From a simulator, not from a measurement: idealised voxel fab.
The name of this process module is voxel wiring stack.
It is cross-section cut that appears here, measuring 240 nm in width, its square cells being 5 nm in size.
Just so we're on the same page, the cross-sections are grids of square cells, and they're listed out in bands top to bottom, each band one or more rows deep.
Band: top and bottom heights (nm) first, top before bottom; then materials from left to right, widths in nm. "all across" marks a sole material filling the band edge to edge. "blank" denotes empty space.
Where do heights start? At 0: under that level the wafer as delivered is made of one material only. And the lowest band has no floor; it just carries on downward, as in "z 0 and below".
A width such as "30->40" changes by the same amount from each row of cells to the next, from the band's top row to its bottom row.
The cross-section has no changed cell in any step marked "remained unchanged".
Heads up: "Catalogued sealed voids" only lists the empty pockets with no open path to the top that are 8 cells or more, and it writes them as width x height at distance, distance from the left edge, in nm.
Read whatever lies past the settings on a step's line as the simulator's own remark about the step.
For masked steps, "overlay nm" on the step line gives how far right of plan the mask actually lay; a minus sign means it lay to the left.

List of planned process steps
step 1: op RECEIVE | material Si
step 2: op CONFORMAL_DEP | material SiO2 | thk nm 10
step 3: op DIRECTIONAL_DEP | material TiN | thk nm 5
step 4: op DIRECTIONAL_DEP | material W | thk nm 25
step 5: op DIRECTIONAL_DEP | material aC | thk nm 15
step 6: op PATTERN | tone cover | mask id METAL_1 | material resist | width nm 25 | pitch nm 40 | thk nm 30 | overlay nm 0
step 7: op DIRECTIONAL_ETCH | etch materials aC | depth nm 15
step 8: op STRIP | etch materials resist
step 9: op DIRECTIONAL_ETCH | etch materials W | depth nm 25
step 10: op DIRECTIONAL_ETCH | etch materials TiN | depth nm 5
step 11: op STRIP | etch materials aC
step 12: op CONFORMAL_DEP | material SiCN | thk nm 5
step 13: op FILL_DEP | material lowk | thk nm 5
step 14: op CMP | height nm 40
step 15: op CONFORMAL_DEP | material SiCN | thk nm 5
step 16: op DIRECTIONAL_DEP | material SiO2 | thk nm 20
step 17: op MASKED_ETCH | tone open | mask id PLUG_1 | width nm 15 | pitch nm 80 | etch materials SiO2 | depth nm 20 | overlay nm 0
step 18: op MASKED_ETCH | tone open | mask id PLUG_1 | width nm 15 | pitch nm 80 | etch materials SiCN | depth nm 5 | overlay nm 0
step 19: op EPI | material Ru | thk nm 10
step 20: op EPI | material Ru | thk nm 10
step 21: op EPI | material Ru | thk nm 5
step 22: op CONFORMAL_DEP | material SiN | thk nm 5
step 23: op DIRECTIONAL_DEP | material lowk | thk nm 20
step 24: op DIRECTIONAL_DEP | material aC | thk nm 15
step 25: op PATTERN | tone open | mask id METAL_2 | material resist | width nm 25 | pitch nm 40 | thk nm 35 | overlay nm -15
step 26: op DIRECTIONAL_ETCH | etch materials aC | depth nm 15
step 27: op STRIP | etch materials resist
step 28: op DIRECTIONAL_ETCH | etch materials lowk | depth nm 20
step 29: op DIRECTIONAL_ETCH | etch materials SiN | depth nm 5
step 30: op STRIP | etch materials aC
step 31: op CONFORMAL_DEP | material TiN | thk nm 5
step 32: op FILL_DEP | material Cu | thk nm 10
step 33: op CMP | height nm 90
step 34: op EPI | material Ru | thk nm 5
step 35: op FILL_DEP | material SiCN | thk nm 5
Where the wafers of this document differ is in the overlay nm of step 25; they start out the same, and the plan states the value that applied to the first wafer.

Received condition of the first of several wafers, sectioned: post-step 1
  z 0 and below | Si all across
  Catalogued sealed voids: none

Last step of the module is step 35; after it, the first of several wafers in cross-section
  z 100 to 95 | SiCN all across
  z 95 to 90 | SiCN 25  Ru 35  SiCN 5  Ru 35  SiCN 5  Ru 35  SiCN 5  Ru 35  SiCN 60
  z 90 to 70 | lowk 30  TiN 5  Cu 15  TiN 5  lowk 15  TiN 5  Cu 15  TiN 5  lowk 15  TiN 5  Cu 15  TiN 5  lowk 15  TiN 5  Cu 15  TiN 5  lowk 65
  z 70 to 65 | SiN 30  TiN 25  SiN 15  TiN 25  SiN 15  TiN 25  SiN 15  TiN 25  SiN 65
  z 65 to 45 | SiO2 45  Ru 15  SiO2 65  Ru 15  SiO2 100
  z 45 to 40 | SiCN 45  Ru 15  SiCN 65  Ru 15  SiCN 100
  z 40 to 15 | lowk 40  SiCN 5  W 25  SiCN 5  lowk 5  SiCN 5  W 25  SiCN 5  lowk 5  SiCN 5  W 25  SiCN 5  lowk 5  SiCN 5  W 25  SiCN 5  lowk 45
  z 15 to 10 | SiCN 45  TiN 25  SiCN 15  TiN 25  SiCN 15  TiN 25  SiCN 15  TiN 25  SiCN 50
  z 10 to 0 | SiO2 all across
  z 0 and below | Si all across
  Catalogued sealed voids: none

The final wafer, sectioned at module end
  z 100 to 95 | SiCN all across
  z 95 to 90 | SiCN 55  Ru 35  SiCN 5  Ru 35  SiCN 5  Ru 35  SiCN 5  Ru 35  SiCN 30
  z 90 to 70 | lowk 60  TiN 5  Cu 15  TiN 5  lowk 15  TiN 5  Cu 15  TiN 5  lowk 15  TiN 5  Cu 15  TiN 5  lowk 15  TiN 5  Cu 15  TiN 5  lowk 35
  z 70 to 65 | SiN 60  TiN 25  SiN 15  TiN 25  SiN 15  TiN 25  SiN 15  TiN 25  SiN 35
  z 65 to 45 | SiO2 45  Ru 15  SiO2 65  Ru 15  SiO2 100
  z 45 to 40 | SiCN 45  Ru 15  SiCN 65  Ru 15  SiCN 100
  z 40 to 15 | lowk 40  SiCN 5  W 25  SiCN 5  lowk 5  SiCN 5  W 25  SiCN 5  lowk 5  SiCN 5  W 25  SiCN 5  lowk 5  SiCN 5  W 25  SiCN 5  lowk 45
  z 15 to 10 | SiCN 45  TiN 25  SiCN 15  TiN 25  SiCN 15  TiN 25  SiCN 15  TiN 25  SiCN 50
  z 10 to 0 | SiO2 all across
  z 0 and below | Si all across
  Catalogued sealed voids: none

Per-wafer rows below. For each material: cells gained (+) or lost (-) since the wafer was received, as of end of module. Then: closed voids
overlay nm -15, +48 Cu, +58 Ru, +178 SiCN, +28 SiN, +264 SiO2, +72 TiN, +100 W, +212 lowk, Catalogued sealed voids: none
overlay nm -10, +48 Cu, +58 Ru, +178 SiCN, +28 SiN, +264 SiO2, +72 TiN, +100 W, +212 lowk, Catalogued sealed voids: none
overlay nm -5, +48 Cu, +58 Ru, +178 SiCN, +28 SiN, +264 SiO2, +72 TiN, +100 W, +212 lowk, Catalogued sealed voids: none
overlay nm 0, +48 Cu, +58 Ru, +178 SiCN, +28 SiN, +264 SiO2, +72 TiN, +100 W, +212 lowk, Catalogued sealed voids: none
overlay nm 5, +48 Cu, +58 Ru, +178 SiCN, +28 SiN, +264 SiO2, +72 TiN, +100 W, +212 lowk, Catalogued sealed voids: none
overlay nm 10, +48 Cu, +58 Ru, +178 SiCN, +28 SiN, +264 SiO2, +72 TiN, +100 W, +212 lowk, Catalogued sealed voids: none
overlay nm 15, +48 Cu, +58 Ru, +178 SiCN, +28 SiN, +264 SiO2, +72 TiN, +100 W, +212 lowk, Catalogued sealed voids: none
